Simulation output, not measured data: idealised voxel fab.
Process module in this document: voxel local oxidation
Section cut is 240 nm wide and gridded with 5 nm square cells.
For the purposes of this document, a cross-section shall be understood as a grid of square cells, specified as bands listed in top-to-bottom order, each band consisting of one or more rows of cells.
What a band's entry tells you: where the top is and where the bottom is, as heights in nm, and after that what lies inside, material by material from left to right, each with its width in nm. Empty space is written as the word "blank", and a single material marked with the word "edge to edge" occupies the band from edge to edge.
Where do heights start? At 0: under that level the wafer as delivered is made of one material only. And the lowest band has no floor; it just carries on downward, as in "top 0, no bottom".
The two numbers in a width such as "30 to 40" mark its ends across the band: the first belongs to the top row of cells, the second to the bottom row, and from each row to the next the width moves by the same amount.
When a step is marked "nothing altered", none of the cells in the cross-section changed during that step.
The entry "Internal closed voids" lists the empty spaces that cover at least 8 cells and have no open path to the top. Each is written as width x height at distance, where the distance is measured from the left edge and all three values are in nm.
If you see something after the settings on a step's line, that's the simulator's own remark about that step.
If you see "overlay nm" on a step's line and that step has a mask, it's telling you how far right of where it was planned the mask ended up; a negative number means it went left instead.
## So here's the lineup of process steps we planned
1: RECEIVE | material Si
2: OXIDIZE | depth nm 5
3: CONFORMAL_DEP | material SiN | thk nm 15
4: MASKED_ETCH | tone cover | mask id ACTIVE | width nm 90 | etch materials SiN | depth nm 15 | overlay nm 0
5: SELECTIVE_ETCH | etch materials SiO2 | depth nm 5
6: OXIDIZE | depth nm 10
7: STRIP | etch materials SiN
## The first of two wafers, run as planned
## Cross-section of the wafer at receipt, which is the condition after step 1
* top 0, no bottom  Si edge to edge
* Internal closed voids: none
## Sectional view: wafer, after step 2
* top 0, bottom -5  SiO2 edge to edge
* Under -5: no change, same as before.
## Sectional view: wafer, after step 3
* top 15, bottom 0  SiN edge to edge
* Under 0: no change, same as before.
## Sectional view: wafer, after step 4
* top 15, bottom 0  blank=75 / SiN=90 / blank=75
* Under 0: no change, same as before.
## Sectional view: wafer, after step 5
* top 15, bottom 0  blank=75 / SiN=90 / blank=75
* top 0, bottom -5  blank=80 / SiO2=80 / blank=80
* Under -5: no change, same as before.
## Sectional view: wafer, after step 6
* top 15, bottom 0  blank=75 / SiN=90 / blank=75
* top 0, bottom -5  blank=80 / SiO2=80 / blank=80
* top -5, bottom -15  SiO2=90 / Si=60 / SiO2=90
* Under -15: no change, same as before.
## Sectional view: wafer, after step 7
* top 0, bottom -5  blank=80 / SiO2=80 / blank=80
* Under -5: no change, same as before.
## Wafer two. Same start, same plan, one slip in execution. Same as wafer one through step 2, inclusive
Cross-section, second wafer, at the end time the plan gives for step 3: nothing altered
Cross-section, second wafer, at the end time the plan gives for step 4: nothing altered
## Cross-section, second wafer, at the end time the plan gives for step 5
* top -5, no bottom  Si edge to edge
## Cross-section, second wafer, at the end time the plan gives for step 6
* top -5, bottom -15  SiO2 edge to edge
* Under -15: no change, same as before.
Cross-section, second wafer, at the end time the plan gives for step 7: nothing altered
The mistake made against the process plan was this: execution of step 3 of the plan did not take place, the step having been omitted
End of process, cell counts, second wafer against first, materials with more or fewer: -24 Si; +8 SiO2
